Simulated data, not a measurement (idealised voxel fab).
voxel air gaps: a process module
The width of the displayed cross-section, cut, is 270 nm; its cells are square, with a size of 5 nm.
Throughout this document, each cross-section is represented as a grid of square cells and is presented as a sequence of bands enumerated from the top downward, where a band comprises one or more rows of cells.
First you get the band's top height and its bottom height, in nm, and then the materials it's made of, left to right, with each width in nm. If you see a single material with "all across", that one covers the band edge to edge. "blank" is empty space.
Measure heights from 0. That's the level where, below it, the as-received wafer is all one material. The lowest band is bottomless and extends downward; write it as in "top 0, no bottom".
Width spec "30->40" -> top row of cells at first value, bottom row at second value, equal per-row change in between.
For the purposes of this document, the phrase "nothing altered" attached to a step denotes that no cell within the cross-section was modified by that step.
The list in "Sealed voids" covers empty spaces of 8 cells or more that cannot reach the top through any open way, and it gives each as width x height at distance; the distance is from the left edge, and width, height and distance are in nm.
Note: text after step settings on the step line = simulator remark on that step.
The setting "overlay nm" may be written on the line of a step. When the step uses a mask, the value reports how far to the right of the planned place the mask lay, and a negative value reports that it lay to the left.

Here's what the planned process steps look like:
1 RECEIVE: material Si
2 CONFORMAL_DEP: material SiO2, thk nm 15
3 CONFORMAL_DEP: material SiCN, thk nm 5
4 DIRECTIONAL_DEP: material SiO2, thk nm 30
5 PATTERN: tone open, mask id LINES, material resist, width nm 25, pitch nm 50, thk nm 20, overlay nm 0
6 DIRECTIONAL_ETCH: etch materials SiO2, depth nm 30
7 STRIP: etch materials resist
8 CONFORMAL_DEP: material TiN, thk nm 5
9 FILL_DEP: material Ru, thk nm 10
10 CMP: height nm 50
11 EPI: material Ru, thk nm 10
12 SELECTIVE_ETCH: etch materials SiO2, depth nm 40
13 CONFORMAL_DEP: material SiCN, thk nm 5

Wafer at receipt (post step 1), cross-section:
  top 0, no bottom = Si all across
  Sealed voids: none

First wafer at the end, as planned:
  top 65, bottom 60 = 30 blank; 205 SiCN; 35 blank
  top 60, bottom 50 = 30 blank; 5 SiCN; 45 Ru; 5 SiCN; 45 Ru; 5 SiCN; 45 Ru; 5 SiCN; 45 Ru; 5 SiCN; 35 blank
  top 50, bottom 45 = 30 blank; 15 SiCN; 5 TiN; 15 Ru; 5 TiN; 25 SiCN; 5 TiN; 15 Ru; 5 TiN; 25 SiCN; 5 TiN; 15 Ru; 5 TiN; 25 SiCN; 5 TiN; 15 Ru; 5 TiN; 15 SiCN; 35 blank
  top 45, bottom 25 = 40 blank; 5 SiCN; 5 TiN; 15 Ru; 5 TiN; 5 SiCN; 15 blank; 5 SiCN; 5 TiN; 15 Ru; 5 TiN; 5 SiCN; 15 blank; 5 SiCN; 5 TiN; 15 Ru; 5 TiN; 5 SiCN; 15 blank; 5 SiCN; 5 TiN; 15 Ru; 5 TiN; 5 SiCN; 45 blank
  top 25, bottom 20 = 45 SiCN; 25 TiN; 25 SiCN; 25 TiN; 25 SiCN; 25 TiN; 25 SiCN; 25 TiN; 50 SiCN
  top 20, bottom 15 = SiCN all across
  top 15, bottom 0 = SiO2 all across
  top 0, no bottom = Si all across
  Sealed voids: 15 x 20 at 75; 15 x 20 at 125; 15 x 20 at 175

Cross-section at end of module for the second wafer of two, which matched the first in starting point and plan and differed by one mistake in its processing:
  top 75, bottom 70 = 20 blank; 225 SiCN; 25 blank
  top 70, bottom 50 = 20 blank; 5 SiCN; 215 Ru; 5 SiCN; 25 blank
  top 50, bottom 45 = 20 blank; 25 SiCN; 5 TiN; 15 Ru; 5 TiN; 25 SiO2; 5 TiN; 15 Ru; 5 TiN; 25 SiO2; 5 TiN; 15 Ru; 5 TiN; 25 SiO2; 5 TiN; 15 Ru; 5 TiN; 25 SiCN; 25 blank
  top 45, bottom 25 = 40 blank; 5 SiCN; 5 TiN; 15 Ru; 5 TiN; 25 SiO2; 5 TiN; 15 Ru; 5 TiN; 25 SiO2; 5 TiN; 15 Ru; 5 TiN; 25 SiO2; 5 TiN; 15 Ru; 5 TiN; 5 SiCN; 45 blank
  top 25, bottom 20 = 45 SiCN; 25 TiN; 25 SiO2; 25 TiN; 25 SiO2; 25 TiN; 25 SiO2; 25 TiN; 50 SiCN
  top 20, bottom 15 = SiCN all across
  top 15, bottom 0 = SiO2 all across
  top 0, no bottom = Si all across
  Sealed voids: none
Deviation from plan: plan step 11 ran twice
Heads up, by the end the second wafer has more or fewer cells of some materials compared to the first: 100 more of Ru, 48 fewer of SiCN, 90 more of SiO2
Heads up: the first wafer ends with 3 closed voids, the second with 0.
